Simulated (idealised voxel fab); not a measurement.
Documented hereafter: the process module known as voxel self aligned contacts.
We display cut, a cross-section 145 nm in width whose square cells are each 5 nm.
Each cross-section below is a grid of square cells, stated as bands in top-down order, with one or more rows of cells making up each band.
Quick guide to a band line: top height, bottom height (nm) up front; then every material left to right with its width in nm. Only one material and it's marked "throughout"? Then it fills the band edge to edge. And "blank" just means empty space.
Heights are expressed relative to 0, this being the level below which the as-received wafer comprises one material exclusively. The lowest band is unbounded in the downward direction and is denoted as in "0 -> down".
Note: "30->40" means the width goes from the first number (top row of the band) to the second number (bottom row) in equal steps per row of cells.
Key: "nothing altered" - step with no changed cell in the cross-section.
Closed empty spaces (no open way to the top) of 8 cells or more are what "Closed internal cavities" lists, each as width x height at distance from the left edge, nm for all three.
If you see something after the settings on a step's line, that's the simulator's own remark about that step.
overlay nm: mask right of planned place by this much (step with mask). Neg. = left.

Planned step list for the process:
1: RECEIVE | material Si
2: CONFORMAL_DEP | material SiO2 | thk nm 5
3: DIRECTIONAL_DEP | material polySi | thk nm 20
4: DIRECTIONAL_DEP | material SiN | thk nm 25
5: PATTERN | tone cover | mask id GATE | material resist | width nm 20 | pitch nm 70 | thk nm 15 | overlay nm 0
6: DIRECTIONAL_ETCH | etch materials SiN | depth nm 25
7: DIRECTIONAL_ETCH | etch materials polySi | depth nm 20
8: STRIP | etch materials resist
9: CONFORMAL_DEP | material SiN | thk nm 10
10: DIRECTIONAL_ETCH | etch materials SiN | depth nm 10
11: FILL_DEP | material SiO2 | thk nm 15
12: CMP | height nm 55
13: MASKED_ETCH | tone open | mask id CONTACT | width nm 50 | etch materials SiO2 | depth nm 55 | overlay nm 0
14: CONFORMAL_DEP | material TiN | thk nm 5
15: FILL_DEP | material W | thk nm 10
16: CMP | height nm 55
17: CONFORMAL_DEP | material SiCN | thk nm 5
What sets these wafers apart? The width nm at step 5. They all start alike, and the plan carries the first wafer's value.

Cross-sectional view of the first of several wafers in the as-received condition, corresponding to the state following step 1:
  0 -> down | Si throughout
  Closed internal cavities: none

The following table contains a row per wafer, in which are reported, at the conclusion of the module, the cells of each material gained (+) or lost (-) since the wafer's receipt, with its closed voids given thereafter:
width nm 20; +29 SiCN; +112 SiN; +105 SiO2; +30 TiN; +40 W; +32 polySi; Closed internal cavities: none
width nm 25; +29 SiCN; +122 SiN; +97 SiO2; +30 TiN; +30 W; +40 polySi; Closed internal cavities: none
width nm 30; +29 SiCN; +132 SiN; +89 SiO2; +30 TiN; +20 W; +48 polySi; Closed internal cavities: none
width nm 35; +29 SiCN; +142 SiN; +81 SiO2; +30 TiN; +10 W; +56 polySi; Closed internal cavities: none
width nm 40; +29 SiCN; +152 SiN; +73 SiO2; +30 TiN; +64 polySi; Closed internal cavities: none
width nm 45; +29 SiCN; +162 SiN; +65 SiO2; +20 TiN; +72 polySi; Closed internal cavities: none
